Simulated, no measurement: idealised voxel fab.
process module | voxel self aligned vias
The cross-section on display is named cut; it measures 205 nm wide, and its cells are 5 nm squares.
Cross-section, as written here: a square-cell grid given band by band from the top down, where a band holds one or more rows of cells.
Look at the band entry: it leads with the top's height and the bottom's height in nm. Then it lists the materials left to right, with a width in nm for each. The word "all across" on a single material says that material fills the band edge to edge. The word "blank" is empty space.
We count height from 0. Below that, the starting wafer is all one material. The lowest band never ends at the bottom but goes on down; see "from 0 down" for how that is written.
A width given as "30..40" starts at the first number in the band's top row and ends at the second number in its bottom row, shifting by an equal amount at every step from row to row.
"everything unchanged" (step): cross-section cells unchanged, all of them.
"Voids, fully enclosed" contains a list of empty spaces, each no smaller than 8 cells and without an open way to the top, written in the form width x height at distance with the distance from the left edge and all three in nm.
Anything after a step's settings on that line? It's the simulator's own note about the step.
You can add "overlay nm" to a step's line. For a step with a mask, it describes how far the mask lay to the right of its planned position, and a negative number describes a lay to the left.
### So here's the lineup of process steps we planned
1,RECEIVE [material Si]
2,CONFORMAL_DEP [material SiO2] [thk nm 10]
3,CONFORMAL_DEP [material SiCN] [thk nm 5]
4,DIRECTIONAL_DEP [material lowk] [thk nm 20]
5,DIRECTIONAL_DEP [material aC] [thk nm 10]
6,PATTERN [tone open] [mask id LINES] [material resist] [width nm 30] [pitch nm 80] [thk nm 30] [overlay nm 0]
7,DIRECTIONAL_ETCH [etch materials aC] [depth nm 10]
8,STRIP [etch materials resist]
9,DIRECTIONAL_ETCH [etch materials lowk] [depth nm 20]
10,STRIP [etch materials aC]
11,CONFORMAL_DEP [material TiN] [thk nm 5]
12,FILL_DEP [material Ru] [thk nm 5]
13,CMP [height nm 35]
14,SELECTIVE_ETCH [etch materials W Ru TiN] [depth nm 10]
15,FILL_DEP [material SiN] [thk nm 10]
16,CMP [height nm 35]
17,DIRECTIONAL_DEP [material lowk] [thk nm 15]
18,DIRECTIONAL_DEP [material aC] [thk nm 10]
19,PATTERN [tone open] [mask id VIAS] [material resist] [width nm 50] [thk nm 30] [overlay nm 0]
20,DIRECTIONAL_ETCH [etch materials aC] [depth nm 10]
21,STRIP [etch materials resist]
22,DIRECTIONAL_ETCH [etch materials lowk] [depth nm 15]
23,DIRECTIONAL_ETCH [etch materials SiN] [depth nm 10]
24,STRIP [etch materials aC]
25,CONFORMAL_DEP [material TiN] [thk nm 5]
26,FILL_DEP [material W] [thk nm 10]
27,CMP [height nm 50]
28,CONFORMAL_DEP [material SiN] [thk nm 5]
### Cross-section of the wafer upon arrival, representing the state reached after step 1
from 0 down | Si all across
Voids, fully enclosed: none
### First of two wafers, end-of-module section, run followed plan
from 55 to 50 | SiN all across
from 50 to 40 | lowk (35) / TiN (5) / W (40) / TiN (5) / lowk (120)
from 40 to 35 | lowk (35) / TiN (15) / W (20) / TiN (15) / lowk (120)
from 35 to 30 | lowk (45) / TiN (5) / W (20) / TiN (5) / lowk (50) / SiN (30) / lowk (50)
from 30 to 25 | lowk (45) / TiN (30) / lowk (50) / SiN (30) / lowk (50)
from 25 to 20 | lowk (45) / TiN (5) / Ru (20) / TiN (5) / lowk (50) / TiN (5) / Ru (20) / TiN (5) / lowk (50)
from 20 to 15 | lowk (45) / TiN (30) / lowk (50) / TiN (30) / lowk (50)
from 15 to 10 | SiCN all across
from 10 to 0 | SiO2 all across
from 0 down | Si all across
Voids, fully enclosed: none
### End-of-module cross-section of the second wafer: identical starting point and process plan to the first, with one processing mistake
from 55 to 50 | SiN all across
from 50 to 40 | lowk (35) / TiN (5) / W (40) / TiN (5) / lowk (120)
from 40 to 35 | lowk (35) / TiN (15) / W (20) / TiN (15) / lowk (120)
from 35 to 30 | lowk (45) / TiN (5) / W (20) / TiN (5) / lowk (50) / SiN (30) / lowk (50)
from 30 to 25 | lowk (45) / TiN (30) / lowk (50) / SiN (30) / lowk (50)
from 25 to 20 | lowk (45) / TiN (5) / W (20) / TiN (5) / lowk (50) / TiN (5) / W (20) / TiN (5) / lowk (50)
from 20 to 15 | lowk (45) / TiN (30) / lowk (50) / TiN (30) / lowk (50)
from 15 to 10 | SiCN all across
from 10 to 0 | SiO2 all across
from 0 down | Si all across
Voids, fully enclosed: none
Short version of what went wrong: step 12 ran differently from the plan; actual operation with settings: FILL_DEP [material W] [thk nm 5]
FYI, end of process, the second wafer has more or fewer cells of some materials than the first: 8 fewer of Ru | 8 more of W
